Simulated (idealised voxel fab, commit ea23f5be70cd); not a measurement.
process module | voxel gate over fins
It is cross-section cut that appears here, measuring 235 nm in width, its square cells being 5 nm in size.
Think of the cross-section as a grid of square cells. We describe it in bands, top to bottom, and each band covers one or more rows of those cells.
Heads up on the band format: heights come first, top then bottom, in nm. After that it's the materials left to right, each with its width in nm. A single material flagged "all across" fills the whole band edge to edge, and "empty" means there's empty space there.
All heights in this document are referenced to 0, defined as the level beneath which the wafer, as received, consists entirely of one material. The lowest band is not bounded below; it extends indefinitely downward and is written in the form "0 -> down".
Width spec "30 to 40" -> top row of cells at first value, bottom row at second value, equal per-row change in between.
Where a step carries "no change occurred", the cross-section came out of it unchanged, cell for cell.
"Tabulated closed voids" means: voids of 8 cells or more that are shut off from the top with no open way through. Written width x height at distance, distance from the left edge, in nm.
after a step's settings: what the simulator itself notes on the step
"overlay nm" answers the question of how far to the right of plan the mask lay on a step that has a mask, and when it is negative the answer is to the left.

-- Process steps foreseen in the plan
1) RECEIVE (material Si)
2) CONFORMAL_DEP (material SiN; thk nm 10)
3) MASKED_ETCH (tone cover; mask id FINS; width nm 15; pitch nm 50; etch materials SiN; depth nm 10; overlay nm 0)
4) MASKED_ETCH (tone cover; mask id FINS; width nm 15; pitch nm 50; etch materials Si; depth nm 30; overlay nm 0)
5) OXIDIZE (depth nm 5)
6) FILL_DEP (material SiO2; thk nm 10)
7) CMP (height nm 10)
8) PATTERN (tone open; mask id RAIL; material resist; width nm 15; thk nm 15; overlay nm 0)
9) DIRECTIONAL_ETCH (etch materials SiO2; depth nm 35)
10) STRIP (etch materials resist)
11) CONFORMAL_DEP (material TiN; thk nm 5)
12) FILL_DEP (material W; thk nm 5)
13) CMP (height nm 10)
14) SELECTIVE_ETCH (etch materials W Ru TiN; depth nm 30)
15) FILL_DEP (material SiO2; thk nm 5)
16) CMP (height nm 10)
17) SELECTIVE_ETCH (etch materials SiO2; depth nm 20)
18) STRIP (etch materials SiN)
19) CONFORMAL_DEP (material HfO2; thk nm 5)
20) CONFORMAL_DEP (material TiN; thk nm 5)
21) CONFORMAL_DEP (material TiAl; thk nm 5)
22) CONFORMAL_DEP (material TiN; thk nm 5)
23) FILL_DEP (material W; thk nm 10)
24) CMP (height nm 25)
25) CONFORMAL_DEP (material SiN; thk nm 5)

-- First out of two wafers; run went to plan

-- Incoming wafer, cross-sectional view, post step 1
  0 -> down = Si all across
  Tabulated closed voids: none

-- Take a look at the wafer's cross-section after step 2
  10 -> 0 = SiN all across
  Anything lower than 0 is untouched.

-- Take a look at the wafer's cross-section after step 3
  10 -> 0 = empty 35 nm, then SiN 15 nm, then empty 35 nm, then SiN 15 nm, then empty 35 nm, then SiN 15 nm, then empty 35 nm, then SiN 15 nm, then empty 35 nm
  Anything lower than 0 is untouched.

-- Take a look at the wafer's cross-section after step 4
  10 -> 0 = empty 35 nm, then SiN 15 nm, then empty 35 nm, then SiN 15 nm, then empty 35 nm, then SiN 15 nm, then empty 35 nm, then SiN 15 nm, then empty 35 nm
  0 -> -30 = empty 35 nm, then Si 15 nm, then empty 35 nm, then Si 15 nm, then empty 35 nm, then Si 15 nm, then empty 35 nm, then Si 15 nm, then empty 35 nm
  Anything lower than -30 is untouched.

-- Take a look at the wafer's cross-section after step 5
  10 -> 0 = empty 35 nm, then SiN 15 nm, then empty 35 nm, then SiN 15 nm, then empty 35 nm, then SiN 15 nm, then empty 35 nm, then SiN 15 nm, then empty 35 nm
  0 -> -30 = empty 35 nm, then SiO2 5 nm, then Si 5 nm, then SiO2 5 nm, then empty 35 nm, then SiO2 5 nm, then Si 5 nm, then SiO2 5 nm, then empty 35 nm, then SiO2 5 nm, then Si 5 nm, then SiO2 5 nm, then empty 35 nm, then SiO2 5 nm, then Si 5 nm, then SiO2 5 nm, then empty 35 nm
  -30 -> -35 = SiO2 40 nm, then Si 5 nm, then SiO2 45 nm, then Si 5 nm, then SiO2 45 nm, then Si 5 nm, then SiO2 45 nm, then Si 5 nm, then SiO2 40 nm
  Anything lower than -35 is untouched.

-- Take a look at the wafer's cross-section after step 6
  20 -> 10 = SiO2 all across
  10 -> 0 = SiO2 35 nm, then SiN 15 nm, then SiO2 35 nm, then SiN 15 nm, then SiO2 35 nm, then SiN 15 nm, then SiO2 35 nm, then SiN 15 nm, then SiO2 35 nm
  0 -> -35 = SiO2 40 nm, then Si 5 nm, then SiO2 45 nm, then Si 5 nm, then SiO2 45 nm, then Si 5 nm, then SiO2 45 nm, then Si 5 nm, then SiO2 40 nm
  Anything lower than -35 is untouched.

-- Take a look at the wafer's cross-section after step 7
  10 -> 0 = SiO2 35 nm, then SiN 15 nm, then SiO2 35 nm, then SiN 15 nm, then SiO2 35 nm, then SiN 15 nm, then SiO2 35 nm, then SiN 15 nm, then SiO2 35 nm
  Anything lower than 0 is untouched.

-- Take a look at the wafer's cross-section after step 8
  25 -> 10 = resist 60 nm, then empty 15 nm, then resist 160 nm
  Anything lower than 10 is untouched.

-- Take a look at the wafer's cross-section after step 9
  25 -> 10 = resist 60 nm, then empty 15 nm, then resist 160 nm
  10 -> 0 = SiO2 35 nm, then SiN 15 nm, then SiO2 10 nm, then empty 15 nm, then SiO2 10 nm, then SiN 15 nm, then SiO2 35 nm, then SiN 15 nm, then SiO2 35 nm, then SiN 15 nm, then SiO2 35 nm
  0 -> -25 = SiO2 40 nm, then Si 5 nm, then SiO2 15 nm, then empty 15 nm, then SiO2 15 nm, then Si 5 nm, then SiO2 45 nm, then Si 5 nm, then SiO2 45 nm, then Si 5 nm, then SiO2 40 nm
  Anything lower than -25 is untouched.

-- Take a look at the wafer's cross-section after step 10
  10 -> 0 = SiO2 35 nm, then SiN 15 nm, then SiO2 10 nm, then empty 15 nm, then SiO2 10 nm, then SiN 15 nm, then SiO2 35 nm, then SiN 15 nm, then SiO2 35 nm, then SiN 15 nm, then SiO2 35 nm
  Anything lower than 0 is untouched.

-- Take a look at the wafer's cross-section after step 11
  15 -> 10 = TiN 65 nm, then empty 5 nm, then TiN 165 nm
  10 -> 0 = SiO2 35 nm, then SiN 15 nm, then SiO2 10 nm, then TiN 5 nm, then empty 5 nm, then TiN 5 nm, then SiO2 10 nm, then SiN 15 nm, then SiO2 35 nm, then SiN 15 nm, then SiO2 35 nm, then SiN 15 nm, then SiO2 35 nm
  0 -> -20 = SiO2 40 nm, then Si 5 nm, then SiO2 15 nm, then TiN 5 nm, then empty 5 nm, then TiN 5 nm, then SiO2 15 nm, then Si 5 nm, then SiO2 45 nm, then Si 5 nm, then SiO2 45 nm, then Si 5 nm, then SiO2 40 nm
  -20 -> -25 = SiO2 40 nm, then Si 5 nm, then SiO2 15 nm, then TiN 15 nm, then SiO2 15 nm, then Si 5 nm, then SiO2 45 nm, then Si 5 nm, then SiO2 45 nm, then Si 5 nm, then SiO2 40 nm
  Anything lower than -25 is untouched.

-- Take a look at the wafer's cross-section after step 12
  20 -> 15 = W all across
  15 -> 10 = TiN 65 nm, then W 5 nm, then TiN 165 nm
  10 -> 0 = SiO2 35 nm, then SiN 15 nm, then SiO2 10 nm, then TiN 5 nm, then W 5 nm, then TiN 5 nm, then SiO2 10 nm, then SiN 15 nm, then SiO2 35 nm, then SiN 15 nm, then SiO2 35 nm, then SiN 15 nm, then SiO2 35 nm
  0 -> -20 = SiO2 40 nm, then Si 5 nm, then SiO2 15 nm, then TiN 5 nm, then W 5 nm, then TiN 5 nm, then SiO2 15 nm, then Si 5 nm, then SiO2 45 nm, then Si 5 nm, then SiO2 45 nm, then Si 5 nm, then SiO2 40 nm
  Anything lower than -20 is untouched.

-- Take a look at the wafer's cross-section after step 13
  10 -> 0 = SiO2 35 nm, then SiN 15 nm, then SiO2 10 nm, then TiN 5 nm, then W 5 nm, then TiN 5 nm, then SiO2 10 nm, then SiN 15 nm, then SiO2 35 nm, then SiN 15 nm, then SiO2 35 nm, then SiN 15 nm, then SiO2 35 nm
  Anything lower than 0 is untouched.

-- Take a look at the wafer's cross-section after step 14
  10 -> 0 = SiO2 35 nm, then SiN 15 nm, then SiO2 10 nm, then empty 15 nm, then SiO2 10 nm, then SiN 15 nm, then SiO2 35 nm, then SiN 15 nm, then SiO2 35 nm, then SiN 15 nm, then SiO2 35 nm
  0 -> -20 = SiO2 40 nm, then Si 5 nm, then SiO2 15 nm, then empty 15 nm, then SiO2 15 nm, then Si 5 nm, then SiO2 45 nm, then Si 5 nm, then SiO2 45 nm, then Si 5 nm, then SiO2 40 nm
  Anything lower than -20 is untouched.

-- Take a look at the wafer's cross-section after step 15
  15 -> 10 = SiO2 all across
  10 -> 0 = SiO2 35 nm, then SiN 15 nm, then SiO2 35 nm, then SiN 15 nm, then SiO2 35 nm, then SiN 15 nm, then SiO2 35 nm, then SiN 15 nm, then SiO2 35 nm
  0 -> -20 = SiO2 40 nm, then Si 5 nm, then SiO2 45 nm, then Si 5 nm, then SiO2 45 nm, then Si 5 nm, then SiO2 45 nm, then Si 5 nm, then SiO2 40 nm
  Anything lower than -20 is untouched.

-- Take a look at the wafer's cross-section after step 16
  10 -> 0 = SiO2 35 nm, then SiN 15 nm, then SiO2 35 nm, then SiN 15 nm, then SiO2 35 nm, then SiN 15 nm, then SiO2 35 nm, then SiN 15 nm, then SiO2 35 nm
  Anything lower than 0 is untouched.

-- Take a look at the wafer's cross-section after step 17
  10 -> 0 = empty 35 nm, then SiN 15 nm, then empty 35 nm, then SiN 15 nm, then empty 35 nm, then SiN 15 nm, then empty 35 nm, then SiN 15 nm, then empty 35 nm
  0 -> -10 = empty 40 nm, then Si 5 nm, then empty 45 nm, then Si 5 nm, then empty 45 nm, then Si 5 nm, then empty 45 nm, then Si 5 nm, then empty 40 nm
  Anything lower than -10 is untouched.

-- Take a look at the wafer's cross-section after step 18
  0 -> -10 = empty 40 nm, then Si 5 nm, then empty 45 nm, then Si 5 nm, then empty 45 nm, then Si 5 nm, then empty 45 nm, then Si 5 nm, then empty 40 nm
  Anything lower than -10 is untouched.

-- Take a look at the wafer's cross-section after step 19
  5 -> 0 = empty 35 nm, then HfO2 15 nm, then empty 35 nm, then HfO2 15 nm, then empty 35 nm, then HfO2 15 nm, then empty 35 nm, then HfO2 15 nm, then empty 35 nm
  0 -> -5 = empty 35 nm, then HfO2 5 nm, then Si 5 nm, then HfO2 5 nm, then empty 35 nm, then HfO2 5 nm, then Si 5 nm, then HfO2 5 nm, then empty 35 nm, then HfO2 5 nm, then Si 5 nm, then HfO2 5 nm, then empty 35 nm, then HfO2 5 nm, then Si 5 nm, then HfO2 5 nm, then empty 35 nm
  -5 -> -10 = HfO2 40 nm, then Si 5 nm, then HfO2 45 nm, then Si 5 nm, then HfO2 45 nm, then Si 5 nm, then HfO2 45 nm, then Si 5 nm, then HfO2 40 nm
  Anything lower than -10 is untouched.

-- Take a look at the wafer's cross-section after step 20
  10 -> 5 = empty 30 nm, then TiN 25 nm, then empty 25 nm, then TiN 25 nm, then empty 25 nm, then TiN 25 nm, then empty 25 nm, then TiN 25 nm, then empty 30 nm
  5 -> 0 = empty 30 nm, then TiN 5 nm, then HfO2 15 nm, then TiN 5 nm, then empty 25 nm, then TiN 5 nm, then HfO2 15 nm, then TiN 5 nm, then empty 25 nm, then TiN 5 nm, then HfO2 15 nm, then TiN 5 nm, then empty 25 nm, then TiN 5 nm, then HfO2 15 nm, then TiN 5 nm, then empty 30 nm
  0 -> -5 = TiN 35 nm, then HfO2 5 nm, then Si 5 nm, then HfO2 5 nm, then TiN 35 nm, then HfO2 5 nm, then Si 5 nm, then HfO2 5 nm, then TiN 35 nm, then HfO2 5 nm, then Si 5 nm, then HfO2 5 nm, then TiN 35 nm, then HfO2 5 nm, then Si 5 nm, then HfO2 5 nm, then TiN 35 nm
  Anything lower than -5 is untouched.

-- Take a look at the wafer's cross-section after step 21
  15 -> 10 = empty 25 nm, then TiAl 35 nm, then empty 15 nm, then TiAl 35 nm, then empty 15 nm, then TiAl 35 nm, then empty 15 nm, then TiAl 35 nm, then empty 25 nm
  10 -> 5 = empty 25 nm, then TiAl 5 nm, then TiN 25 nm, then TiAl 5 nm, then empty 15 nm, then TiAl 5 nm, then TiN 25 nm, then TiAl 5 nm, then empty 15 nm, then TiAl 5 nm, then TiN 25 nm, then TiAl 5 nm, then empty 15 nm, then TiAl 5 nm, then TiN 25 nm, then TiAl 5 nm, then empty 25 nm
  5 -> 0 = TiAl 30 nm, then TiN 5 nm, then HfO2 15 nm, then TiN 5 nm, then TiAl 25 nm, then TiN 5 nm, then HfO2 15 nm, then TiN 5 nm, then TiAl 25 nm, then TiN 5 nm, then HfO2 15 nm, then TiN 5 nm, then TiAl 25 nm, then TiN 5 nm, then HfO2 15 nm, then TiN 5 nm, then TiAl 30 nm
  Anything lower than 0 is untouched.

-- Take a look at the wafer's cross-section after step 22
  20 -> 15 = empty 20 nm, then TiN 45 nm, then empty 5 nm, then TiN 45 nm, then empty 5 nm, then TiN 45 nm, then empty 5 nm, then TiN 45 nm, then empty 20 nm
  15 -> 10 = empty 20 nm, then TiN 5 nm, then TiAl 35 nm, then TiN 5 nm, then empty 5 nm, then TiN 5 nm, then TiAl 35 nm, then TiN 5 nm, then empty 5 nm, then TiN 5 nm, then TiAl 35 nm, then TiN 5 nm, then empty 5 nm, then TiN 5 nm, then TiAl 35 nm, then TiN 5 nm, then empty 20 nm
  10 -> 5 = TiN 25 nm, then TiAl 5 nm, then TiN 25 nm, then TiAl 5 nm, then TiN 15 nm, then TiAl 5 nm, then TiN 25 nm, then TiAl 5 nm, then TiN 15 nm, then TiAl 5 nm, then TiN 25 nm, then TiAl 5 nm, then TiN 15 nm, then TiAl 5 nm, then TiN 25 nm, then TiAl 5 nm, then TiN 25 nm
  Anything lower than 5 is untouched.

-- Take a look at the wafer's cross-section after step 23
  30 -> 20 = W all across
  20 -> 15 = W 20 nm, then TiN 45 nm, then W 5 nm, then TiN 45 nm, then W 5 nm, then TiN 45 nm, then W 5 nm, then TiN 45 nm, then W 20 nm
  15 -> 10 = W 20 nm, then TiN 5 nm, then TiAl 35 nm, then TiN 5 nm, then W 5 nm, then TiN 5 nm, then TiAl 35 nm, then TiN 5 nm, then W 5 nm, then TiN 5 nm, then TiAl 35 nm, then TiN 5 nm, then W 5 nm, then TiN 5 nm, then TiAl 35 nm, then TiN 5 nm, then W 20 nm
  Anything lower than 10 is untouched.

-- Take a look at the wafer's cross-section after step 24
  25 -> 20 = W all across
  Anything lower than 20 is untouched.

-- Take a look at the wafer's cross-section after step 25
  30 -> 25 = SiN all across
  Anything lower than 25 is untouched.

-- For the second wafer, take the first wafer's start and plan, then add one mistake made in running it; everything through step 18, that step included, is shared with the first

Cross-sectional representation of the second wafer at the time designated in the plan for the completion of step 19: no change occurred

-- Cross-sectional representation of the second wafer at the time designated in the plan for the completion of step 20
  5 -> 0 = empty 35 nm, then TiN 15 nm, then empty 35 nm, then TiN 15 nm, then empty 35 nm, then TiN 15 nm, then empty 35 nm, then TiN 15 nm, then empty 35 nm
  0 -> -5 = empty 35 nm, then TiN 5 nm, then Si 5 nm, then TiN 5 nm, then empty 35 nm, then TiN 5 nm, then Si 5 nm, then TiN 5 nm, then empty 35 nm, then TiN 5 nm, then Si 5 nm, then TiN 5 nm, then empty 35 nm, then TiN 5 nm, then Si 5 nm, then TiN 5 nm, then empty 35 nm
  -5 -> -10 = TiN 40 nm, then Si 5 nm, then TiN 45 nm, then Si 5 nm, then TiN 45 nm, then Si 5 nm, then TiN 45 nm, then Si 5 nm, then TiN 40 nm
  Anything lower than -10 is untouched.

-- Cross-sectional representation of the second wafer at the time designated in the plan for the completion of step 21
  10 -> 5 = empty 30 nm, then TiAl 25 nm, then empty 25 nm, then TiAl 25 nm, then empty 25 nm, then TiAl 25 nm, then empty 25 nm, then TiAl 25 nm, then empty 30 nm
  5 -> 0 = empty 30 nm, then TiAl 5 nm, then TiN 15 nm, then TiAl 5 nm, then empty 25 nm, then TiAl 5 nm, then TiN 15 nm, then TiAl 5 nm, then empty 25 nm, then TiAl 5 nm, then TiN 15 nm, then TiAl 5 nm, then empty 25 nm, then TiAl 5 nm, then TiN 15 nm, then TiAl 5 nm, then empty 30 nm
  0 -> -5 = TiAl 35 nm, then TiN 5 nm, then Si 5 nm, then TiN 5 nm, then TiAl 35 nm, then TiN 5 nm, then Si 5 nm, then TiN 5 nm, then TiAl 35 nm, then TiN 5 nm, then Si 5 nm, then TiN 5 nm, then TiAl 35 nm, then TiN 5 nm, then Si 5 nm, then TiN 5 nm, then TiAl 35 nm
  Anything lower than -5 is untouched.

-- Cross-sectional representation of the second wafer at the time designated in the plan for the completion of step 22
  15 -> 10 = empty 25 nm, then TiN 35 nm, then empty 15 nm, then TiN 35 nm, then empty 15 nm, then TiN 35 nm, then empty 15 nm, then TiN 35 nm, then empty 25 nm
  10 -> 5 = empty 25 nm, then TiN 5 nm, then TiAl 25 nm, then TiN 5 nm, then empty 15 nm, then TiN 5 nm, then TiAl 25 nm, then TiN 5 nm, then empty 15 nm, then TiN 5 nm, then TiAl 25 nm, then TiN 5 nm, then empty 15 nm, then TiN 5 nm, then TiAl 25 nm, then TiN 5 nm, then empty 25 nm
  5 -> 0 = TiN 30 nm, then TiAl 5 nm, then TiN 15 nm, then TiAl 5 nm, then TiN 25 nm, then TiAl 5 nm, then TiN 15 nm, then TiAl 5 nm, then TiN 25 nm, then TiAl 5 nm, then TiN 15 nm, then TiAl 5 nm, then TiN 25 nm, then TiAl 5 nm, then TiN 15 nm, then TiAl 5 nm, then TiN 30 nm
  Anything lower than 0 is untouched.

-- Cross-sectional representation of the second wafer at the time designated in the plan for the completion of step 23
  25 -> 15 = W all across
  15 -> 10 = W 25 nm, then TiN 35 nm, then W 15 nm, then TiN 35 nm, then W 15 nm, then TiN 35 nm, then W 15 nm, then TiN 35 nm, then W 25 nm
  10 -> 5 = W 25 nm, then TiN 5 nm, then TiAl 25 nm, then TiN 5 nm, then W 15 nm, then TiN 5 nm, then TiAl 25 nm, then TiN 5 nm, then W 15 nm, then TiN 5 nm, then TiAl 25 nm, then TiN 5 nm, then W 15 nm, then TiN 5 nm, then TiAl 25 nm, then TiN 5 nm, then W 25 nm
  Anything lower than 5 is untouched.

Cross-sectional representation of the second wafer at the time designated in the plan for the completion of step 24: no change occurred

-- Cross-sectional representation of the second wafer at the time designated in the plan for the completion of step 25
  30 -> 25 = SiN all across
  Anything lower than 25 is untouched.
What broke from the plan during processing? skipped: plan step 19 (never run)
FYI, end of process, the second wafer has more or fewer cells of some materials than the first: -63 HfO2 | +63 W
